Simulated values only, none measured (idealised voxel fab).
Module name: voxel trench capacitor (process module)
Section shown: cut. Width: 230 nm. Cell size: 5 nm, square.
Throughout this document, each cross-section is represented as a grid of square cells and is presented as a sequence of bands enumerated from the top downward, where a band comprises one or more rows of cells.
Look at the band entry: it leads with the top's height and the bottom's height in nm. Then it lists the materials left to right, with a width in nm for each. The word "edge to edge" on a single material says that material fills the band edge to edge. The word "blank" is empty space.
Basically, 0 is our baseline, since under it the wafer straight out of the box is all one material. The bottom band has no lower end and keeps on going down, so it looks like "from 0 down".
Width: "30..40" (first number = top row, second number = bottom row, same change from row to row of cells).
When a step is marked "all unchanged", none of the cells in the cross-section changed during that step.
"Enclosed voids" specifies each empty space that is not open to the top and that occupies no fewer than 8 cells, using the form width x height at distance, the distance measured from the left edge and all three quantities in nm.
Where a step's line continues beyond its settings, the continuation is a remark by the simulator itself on that step.
overlay nm: mask right of planned place by this much (step with mask). Neg. = left.

-- plan
- 1: RECEIVE, material Si
- 2: CONFORMAL_DEP, material SiN, thk nm 5
- 3: DIRECTIONAL_DEP, material aC, thk nm 15
- 4: PATTERN, tone open, mask id TRENCH, material resist, width nm 30, pitch nm 55, thk nm 35, overlay nm 0
- 5: DIRECTIONAL_ETCH, etch materials aC, depth nm 15
- 6: STRIP, etch materials resist
- 7: DIRECTIONAL_ETCH, etch materials SiN, depth nm 5
- 8: DIRECTIONAL_ETCH, etch materials Si, depth nm 35
- 9: STRIP, etch materials aC
- 10: CONFORMAL_DEP, material HfO2, thk nm 5
- 11: CONFORMAL_DEP, material TiN, thk nm 5
- 12: FILL_DEP, material W, thk nm 5
- 13: CMP, height nm 5

-- What follows covers the first of two wafers; it ran as planned

-- Wafer cross-section on receipt, i.e. after step 1
- from 0 down = Si edge to edge
- Enclosed voids: none

-- Presented here is a cross-section of the wafer after step 2 has been performed
- from 5 to 0 = SiN edge to edge
- Heights below 0 show no change.

-- Presented here is a cross-section of the wafer after step 3 has been performed
- from 20 to 5 = aC edge to edge
- Heights below 5 show no change.

-- Presented here is a cross-section of the wafer after step 4 has been performed
- from 55 to 20 = resist: 15, blank: 30, resist: 25, blank: 30, resist: 25, blank: 30, resist: 25, blank: 30, resist: 20
- Heights below 20 show no change.

-- Presented here is a cross-section of the wafer after step 5 has been performed
- from 40 to 20 = resist: 15, blank: 30, resist: 25, blank: 30, resist: 25, blank: 30, resist: 25, blank: 30, resist: 20
- from 20 to 5 = aC: 15, blank: 30, aC: 25, blank: 30, aC: 25, blank: 30, aC: 25, blank: 30, aC: 20
- Heights below 5 show no change.

-- Presented here is a cross-section of the wafer after step 6 has been performed
- from 20 to 5 = aC: 15, blank: 30, aC: 25, blank: 30, aC: 25, blank: 30, aC: 25, blank: 30, aC: 20
- Heights below 5 show no change.

-- Presented here is a cross-section of the wafer after step 7 has been performed
- from 20 to 5 = aC: 15, blank: 30, aC: 25, blank: 30, aC: 25, blank: 30, aC: 25, blank: 30, aC: 20
- from 5 to 0 = SiN: 15, blank: 30, SiN: 25, blank: 30, SiN: 25, blank: 30, SiN: 25, blank: 30, SiN: 20
- Heights below 0 show no change.

-- Presented here is a cross-section of the wafer after step 8 has been performed
- from 20 to 5 = aC: 15, blank: 30, aC: 25, blank: 30, aC: 25, blank: 30, aC: 25, blank: 30, aC: 20
- from 5 to 0 = SiN: 15, blank: 30, SiN: 25, blank: 30, SiN: 25, blank: 30, SiN: 25, blank: 30, SiN: 20
- from 0 to -35 = Si: 15, blank: 30, Si: 25, blank: 30, Si: 25, blank: 30, Si: 25, blank: 30, Si: 20
- Heights below -35 show no change.

-- Presented here is a cross-section of the wafer after step 9 has been performed
- from 5 to 0 = SiN: 15, blank: 30, SiN: 25, blank: 30, SiN: 25, blank: 30, SiN: 25, blank: 30, SiN: 20
- Heights below 0 show no change.

-- Presented here is a cross-section of the wafer after step 10 has been performed
- from 10 to 5 = HfO2: 20, blank: 20, HfO2: 35, blank: 20, HfO2: 35, blank: 20, HfO2: 35, blank: 20, HfO2: 25
- from 5 to 0 = SiN: 15, HfO2: 5, blank: 20, HfO2: 5, SiN: 25, HfO2: 5, blank: 20, HfO2: 5, SiN: 25, HfO2: 5, blank: 20, HfO2: 5, SiN: 25, HfO2: 5, blank: 20, HfO2: 5, SiN: 20
- from 0 to -30 = Si: 15, HfO2: 5, blank: 20, HfO2: 5, Si: 25, HfO2: 5, blank: 20, HfO2: 5, Si: 25, HfO2: 5, blank: 20, HfO2: 5, Si: 25, HfO2: 5, blank: 20, HfO2: 5, Si: 20
- from -30 to -35 = Si: 15, HfO2: 30, Si: 25, HfO2: 30, Si: 25, HfO2: 30, Si: 25, HfO2: 30, Si: 20
- Heights below -35 show no change.

-- Presented here is a cross-section of the wafer after step 11 has been performed
- from 15 to 10 = TiN: 25, blank: 10, TiN: 45, blank: 10, TiN: 45, blank: 10, TiN: 45, blank: 10, TiN: 30
- from 10 to 5 = HfO2: 20, TiN: 5, blank: 10, TiN: 5, HfO2: 35, TiN: 5, blank: 10, TiN: 5, HfO2: 35, TiN: 5, blank: 10, TiN: 5, HfO2: 35, TiN: 5, blank: 10, TiN: 5, HfO2: 25
- from 5 to 0 = SiN: 15, HfO2: 5, TiN: 5, blank: 10, TiN: 5, HfO2: 5, SiN: 25, HfO2: 5, TiN: 5, blank: 10, TiN: 5, HfO2: 5, SiN: 25, HfO2: 5, TiN: 5, blank: 10, TiN: 5, HfO2: 5, SiN: 25, HfO2: 5, TiN: 5, blank: 10, TiN: 5, HfO2: 5, SiN: 20
- from 0 to -25 = Si: 15, HfO2: 5, TiN: 5, blank: 10, TiN: 5, HfO2: 5, Si: 25, HfO2: 5, TiN: 5, blank: 10, TiN: 5, HfO2: 5, Si: 25, HfO2: 5, TiN: 5, blank: 10, TiN: 5, HfO2: 5, Si: 25, HfO2: 5, TiN: 5, blank: 10, TiN: 5, HfO2: 5, Si: 20
- from -25 to -30 = Si: 15, HfO2: 5, TiN: 20, HfO2: 5, Si: 25, HfO2: 5, TiN: 20, HfO2: 5, Si: 25, HfO2: 5, TiN: 20, HfO2: 5, Si: 25, HfO2: 5, TiN: 20, HfO2: 5, Si: 20
- Heights below -30 show no change.

-- Presented here is a cross-section of the wafer after step 12 has been performed
- from 20 to 15 = W edge to edge
- from 15 to 10 = TiN: 25, W: 10, TiN: 45, W: 10, TiN: 45, W: 10, TiN: 45, W: 10, TiN: 30
- from 10 to 5 = HfO2: 20, TiN: 5, W: 10, TiN: 5, HfO2: 35, TiN: 5, W: 10, TiN: 5, HfO2: 35, TiN: 5, W: 10, TiN: 5, HfO2: 35, TiN: 5, W: 10, TiN: 5, HfO2: 25
- from 5 to 0 = SiN: 15, HfO2: 5, TiN: 5, W: 10, TiN: 5, HfO2: 5, SiN: 25, HfO2: 5, TiN: 5, W: 10, TiN: 5, HfO2: 5, SiN: 25, HfO2: 5, TiN: 5, W: 10, TiN: 5, HfO2: 5, SiN: 25, HfO2: 5, TiN: 5, W: 10, TiN: 5, HfO2: 5, SiN: 20
- from 0 to -25 = Si: 15, HfO2: 5, TiN: 5, W: 10, TiN: 5, HfO2: 5, Si: 25, HfO2: 5, TiN: 5, W: 10, TiN: 5, HfO2: 5, Si: 25, HfO2: 5, TiN: 5, W: 10, TiN: 5, HfO2: 5, Si: 25, HfO2: 5, TiN: 5, W: 10, TiN: 5, HfO2: 5, Si: 20
- Heights below -25 show no change.

-- Presented here is a cross-section of the wafer after step 13 has been performed
- from 5 to 0 = SiN: 15, HfO2: 5, TiN: 5, W: 10, TiN: 5, HfO2: 5, SiN: 25, HfO2: 5, TiN: 5, W: 10, TiN: 5, HfO2: 5, SiN: 25, HfO2: 5, TiN: 5, W: 10, TiN: 5, HfO2: 5, SiN: 25, HfO2: 5, TiN: 5, W: 10, TiN: 5, HfO2: 5, SiN: 20
- Heights below 0 show no change.

-- Second wafer. Start and plan as for the first. One mistake made in running. Agrees with the first up to and including step 9

-- Second wafer, section view, time point: scheduled end of step 10
- from 10 to 5 = TiN: 20, blank: 20, TiN: 35, blank: 20, TiN: 35, blank: 20, TiN: 35, blank: 20, TiN: 25
- from 5 to 0 = SiN: 15, TiN: 5, blank: 20, TiN: 5, SiN: 25, TiN: 5, blank: 20, TiN: 5, SiN: 25, TiN: 5, blank: 20, TiN: 5, SiN: 25, TiN: 5, blank: 20, TiN: 5, SiN: 20
- from 0 to -30 = Si: 15, TiN: 5, blank: 20, TiN: 5, Si: 25, TiN: 5, blank: 20, TiN: 5, Si: 25, TiN: 5, blank: 20, TiN: 5, Si: 25, TiN: 5, blank: 20, TiN: 5, Si: 20
- from -30 to -35 = Si: 15, TiN: 30, Si: 25, TiN: 30, Si: 25, TiN: 30, Si: 25, TiN: 30, Si: 20
- Heights below -35 show no change.

-- Second wafer, section view, time point: scheduled end of step 11
- from 15 to 10 = HfO2: 25, blank: 10, HfO2: 45, blank: 10, HfO2: 45, blank: 10, HfO2: 45, blank: 10, HfO2: 30
- from 10 to 5 = TiN: 20, HfO2: 5, blank: 10, HfO2: 5, TiN: 35, HfO2: 5, blank: 10, HfO2: 5, TiN: 35, HfO2: 5, blank: 10, HfO2: 5, TiN: 35, HfO2: 5, blank: 10, HfO2: 5, TiN: 25
- from 5 to 0 = SiN: 15, TiN: 5, HfO2: 5, blank: 10, HfO2: 5, TiN: 5, SiN: 25, TiN: 5, HfO2: 5, blank: 10, HfO2: 5, TiN: 5, SiN: 25, TiN: 5, HfO2: 5, blank: 10, HfO2: 5, TiN: 5, SiN: 25, TiN: 5, HfO2: 5, blank: 10, HfO2: 5, TiN: 5, SiN: 20
- from 0 to -25 = Si: 15, TiN: 5, HfO2: 5, blank: 10, HfO2: 5, TiN: 5, Si: 25, TiN: 5, HfO2: 5, blank: 10, HfO2: 5, TiN: 5, Si: 25, TiN: 5, HfO2: 5, blank: 10, HfO2: 5, TiN: 5, Si: 25, TiN: 5, HfO2: 5, blank: 10, HfO2: 5, TiN: 5, Si: 20
- from -25 to -30 = Si: 15, TiN: 5, HfO2: 20, TiN: 5, Si: 25, TiN: 5, HfO2: 20, TiN: 5, Si: 25, TiN: 5, HfO2: 20, TiN: 5, Si: 25, TiN: 5, HfO2: 20, TiN: 5, Si: 20
- Heights below -30 show no change.

-- Second wafer, section view, time point: scheduled end of step 12
- from 20 to 15 = W edge to edge
- from 15 to 10 = HfO2: 25, W: 10, HfO2: 45, W: 10, HfO2: 45, W: 10, HfO2: 45, W: 10, HfO2: 30
- from 10 to 5 = TiN: 20, HfO2: 5, W: 10, HfO2: 5, TiN: 35, HfO2: 5, W: 10, HfO2: 5, TiN: 35, HfO2: 5, W: 10, HfO2: 5, TiN: 35, HfO2: 5, W: 10, HfO2: 5, TiN: 25
- from 5 to 0 = SiN: 15, TiN: 5, HfO2: 5, W: 10, HfO2: 5, TiN: 5, SiN: 25, TiN: 5, HfO2: 5, W: 10, HfO2: 5, TiN: 5, SiN: 25, TiN: 5, HfO2: 5, W: 10, HfO2: 5, TiN: 5, SiN: 25, TiN: 5, HfO2: 5, W: 10, HfO2: 5, TiN: 5, SiN: 20
- from 0 to -25 = Si: 15, TiN: 5, HfO2: 5, W: 10, HfO2: 5, TiN: 5, Si: 25, TiN: 5, HfO2: 5, W: 10, HfO2: 5, TiN: 5, Si: 25, TiN: 5, HfO2: 5, W: 10, HfO2: 5, TiN: 5, Si: 25, TiN: 5, HfO2: 5, W: 10, HfO2: 5, TiN: 5, Si: 20
- Heights below -25 show no change.

-- Second wafer, section view, time point: scheduled end of step 13
- from 5 to 0 = SiN: 15, TiN: 5, HfO2: 5, W: 10, HfO2: 5, TiN: 5, SiN: 25, TiN: 5, HfO2: 5, W: 10, HfO2: 5, TiN: 5, SiN: 25, TiN: 5, HfO2: 5, W: 10, HfO2: 5, TiN: 5, SiN: 25, TiN: 5, HfO2: 5, W: 10, HfO2: 5, TiN: 5, SiN: 20
- Heights below 0 show no change.
It is concluded that the wafer was processed incorrectly with respect to the plan, in that steps 10 and 11 of the plan were run in the wrong order, each in the other's place
Final wafer comparison in cells, second versus first, more or fewer per material: HfO2: 16 fewer; TiN: 16 more
